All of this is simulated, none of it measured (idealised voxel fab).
Process module in this document: voxel gate over fins
This is section cut - it's 220 nm across, gridded in 5 nm square cells.
For the purposes of this document, a cross-section shall be understood as a grid of square cells, specified as bands listed in top-to-bottom order, each band consisting of one or more rows of cells.
Each band's line starts with the height of the band's top and of its bottom, in nm. Then come its materials from left to right, each with its width in nm. One material with "full width" fills the band from edge to edge. "air" is empty space.
The reference from which all heights are counted is 0, the level beneath which the as-received wafer is entirely one material; the lowest band, having no lower bound, proceeds downward and is written after the example "0 -> down".
When a width is written as two numbers, as in "30->40", the first number is the width in the top row of cells of the band and the second is the width in its bottom row, and the width changes by the same amount from each row to the next.
"all unchanged" for a step: no cell of the cross-section changed in that step.
What "Enclosed empty spaces" gives you is every empty space of 8 cells or more that is cut off from the top. Each appears as width x height at distance, with the distance taken from the left edge and width, height and distance all in nm.
On each step's line, the part that comes after the settings is the simulator's own comment on the step.
The setting "overlay nm" may be written on the line of a step. When the step uses a mask, the value reports how far to the right of the planned place the mask lay, and a negative value reports that it lay to the left.
[Here's what the planned process steps look like]
- 1: RECEIVE: material Si
- 2: CONFORMAL_DEP: material SiN, thk nm 10
- 3: DIRECTIONAL_DEP: material aC, thk nm 15
- 4: PATTERN: tone cover, mask id FINS, material resist, width nm 15, pitch nm 40, thk nm 35, overlay nm -15
- 5: DIRECTIONAL_ETCH: etch materials aC, depth nm 15
- 6: STRIP: etch materials resist
- 7: DIRECTIONAL_ETCH: etch materials SiN, depth nm 10
- 8: DIRECTIONAL_ETCH: etch materials Si, depth nm 40
- 9: STRIP: etch materials aC
- 10: OXIDIZE: depth nm 5
- 11: FILL_DEP: material SiO2, thk nm 5
- 12: CMP: height nm 10
- 13: SELECTIVE_ETCH: etch materials SiO2, depth nm 25
- 14: STRIP: etch materials SiN
- 15: CONFORMAL_DEP: material HfO2, thk nm 5
- 16: CONFORMAL_DEP: material TiN, thk nm 5
- 17: CONFORMAL_DEP: material TiAl, thk nm 5
- 18: CONFORMAL_DEP: material TiN, thk nm 5
- 19: FILL_DEP: material W, thk nm 15
- 20: CMP: height nm 30
- 21: CONFORMAL_DEP: material SiCN, thk nm 5
Among the wafers covered here, the point of difference is the overlay nm at step 4; their starting state is shared, and the plan presents the value of the first wafer.
[Sectional view: first of several wafers, as received, after step 1]
> 0 -> down  Si full width
> Enclosed empty spaces: none
[The first of several wafers, seen in cross-section after the module's last step, step 21]
> 35 -> 30  SiCN full width
> 30 -> 20  W full width
> 20 -> 15  10 of W, then 165 of TiN, then 45 of W
> 15 -> 10  10 of W, then 5 of TiN, then 35 of TiAl, then 5 of TiN, then 35 of TiAl, then 5 of TiN, then 35 of TiAl, then 5 of TiN, then 35 of TiAl, then 5 of TiN, then 45 of W
> 10 -> 5  10 of W, then 5 of TiN, then 5 of TiAl, then 25 of TiN, then 5 of TiAl, then 5 of TiN, then 5 of TiAl, then 25 of TiN, then 5 of TiAl, then 5 of TiN, then 5 of TiAl, then 25 of TiN, then 5 of TiAl, then 5 of TiN, then 5 of TiAl, then 25 of TiN, then 5 of TiAl, then 5 of TiN, then 45 of W
> 5 -> 0  15 of TiN, then 5 of TiAl, then 5 of TiN, then 15 of HfO2, then 5 of TiN, then 5 of TiAl, then 5 of TiN, then 5 of TiAl, then 5 of TiN, then 15 of HfO2, then 5 of TiN, then 5 of TiAl, then 5 of TiN, then 5 of TiAl, then 5 of TiN, then 15 of HfO2, then 5 of TiN, then 5 of TiAl, then 5 of TiN, then 5 of TiAl, then 5 of TiN, then 15 of HfO2, then 5 of TiN, then 5 of TiAl, then 50 of TiN
> 0 -> -5  20 of TiAl, then 5 of TiN, then 5 of HfO2, then 5 of Si, then 5 of HfO2, then 5 of TiN, then 15 of TiAl, then 5 of TiN, then 5 of HfO2, then 5 of Si, then 5 of HfO2, then 5 of TiN, then 15 of TiAl, then 5 of TiN, then 5 of HfO2, then 5 of Si, then 5 of HfO2, then 5 of TiN, then 15 of TiAl, then 5 of TiN, then 5 of HfO2, then 5 of Si, then 5 of HfO2, then 5 of TiN, then 55 of TiAl
> -5 -> -10  25 of TiN, then 5 of HfO2, then 5 of Si, then 5 of HfO2, then 25 of TiN, then 5 of HfO2, then 5 of Si, then 5 of HfO2, then 25 of TiN, then 5 of HfO2, then 5 of Si, then 5 of HfO2, then 25 of TiN, then 5 of HfO2, then 5 of Si, then 5 of HfO2, then 60 of TiN
> -10 -> -15  30 of HfO2, then 5 of Si, then 35 of HfO2, then 5 of Si, then 35 of HfO2, then 5 of Si, then 35 of HfO2, then 5 of Si, then 65 of HfO2
> -15 -> -45  30 of SiO2, then 5 of Si, then 35 of SiO2, then 5 of Si, then 35 of SiO2, then 5 of Si, then 35 of SiO2, then 5 of Si, then 65 of SiO2
> -45 -> down  Si full width
> Enclosed empty spaces: none
[Cross-sectional view, end of module, last wafer of several]
> 35 -> 30  SiCN full width
> 30 -> 20  W full width
> 20 -> 15  40 of W, then 165 of TiN, then 15 of W
> 15 -> 10  40 of W, then 5 of TiN, then 35 of TiAl, then 5 of TiN, then 35 of TiAl, then 5 of TiN, then 35 of TiAl, then 5 of TiN, then 35 of TiAl, then 5 of TiN, then 15 of W
> 10 -> 5  40 of W, then 5 of TiN, then 5 of TiAl, then 25 of TiN, then 5 of TiAl, then 5 of TiN, then 5 of TiAl, then 25 of TiN, then 5 of TiAl, then 5 of TiN, then 5 of TiAl, then 25 of TiN, then 5 of TiAl, then 5 of TiN, then 5 of TiAl, then 25 of TiN, then 5 of TiAl, then 5 of TiN, then 15 of W
> 5 -> 0  45 of TiN, then 5 of TiAl, then 5 of TiN, then 15 of HfO2, then 5 of TiN, then 5 of TiAl, then 5 of TiN, then 5 of TiAl, then 5 of TiN, then 15 of HfO2, then 5 of TiN, then 5 of TiAl, then 5 of TiN, then 5 of TiAl, then 5 of TiN, then 15 of HfO2, then 5 of TiN, then 5 of TiAl, then 5 of TiN, then 5 of TiAl, then 5 of TiN, then 15 of HfO2, then 5 of TiN, then 5 of TiAl, then 20 of TiN
> 0 -> -5  50 of TiAl, then 5 of TiN, then 5 of HfO2, then 5 of Si, then 5 of HfO2, then 5 of TiN, then 15 of TiAl, then 5 of TiN, then 5 of HfO2, then 5 of Si, then 5 of HfO2, then 5 of TiN, then 15 of TiAl, then 5 of TiN, then 5 of HfO2, then 5 of Si, then 5 of HfO2, then 5 of TiN, then 15 of TiAl, then 5 of TiN, then 5 of HfO2, then 5 of Si, then 5 of HfO2, then 5 of TiN, then 25 of TiAl
> -5 -> -10  55 of TiN, then 5 of HfO2, then 5 of Si, then 5 of HfO2, then 25 of TiN, then 5 of HfO2, then 5 of Si, then 5 of HfO2, then 25 of TiN, then 5 of HfO2, then 5 of Si, then 5 of HfO2, then 25 of TiN, then 5 of HfO2, then 5 of Si, then 5 of HfO2, then 30 of TiN
> -10 -> -15  60 of HfO2, then 5 of Si, then 35 of HfO2, then 5 of Si, then 35 of HfO2, then 5 of Si, then 35 of HfO2, then 5 of Si, then 35 of HfO2
> -15 -> -45  60 of SiO2, then 5 of Si, then 35 of SiO2, then 5 of Si, then 35 of SiO2, then 5 of Si, then 35 of SiO2, then 5 of Si, then 35 of SiO2
> -45 -> down  Si full width
> Enclosed empty spaces: none
[Per wafer, end of module: cells gained (+) or lost (-) per material since receipt, then closed voids]
overlay nm -15, +68 HfO2, -360 Si, +44 SiCN, +240 SiO2, +68 TiAl, +127 TiN, +121 W, Enclosed empty spaces: none
overlay nm -10, +68 HfO2, -360 Si, +44 SiCN, +240 SiO2, +68 TiAl, +127 TiN, +121 W, Enclosed empty spaces: none
overlay nm -5, +68 HfO2, -360 Si, +44 SiCN, +240 SiO2, +68 TiAl, +127 TiN, +121 W, Enclosed empty spaces: none
overlay nm 0, +68 HfO2, -360 Si, +44 SiCN, +240 SiO2, +68 TiAl, +127 TiN, +121 W, Enclosed empty spaces: none
overlay nm 5, +68 HfO2, -360 Si, +44 SiCN, +240 SiO2, +68 TiAl, +127 TiN, +121 W, Enclosed empty spaces: none
overlay nm 10, +68 HfO2, -360 Si, +44 SiCN, +240 SiO2, +68 TiAl, +127 TiN, +121 W, Enclosed empty spaces: none
overlay nm 15, +68 HfO2, -360 Si, +44 SiCN, +240 SiO2, +68 TiAl, +127 TiN, +121 W, Enclosed empty spaces: none
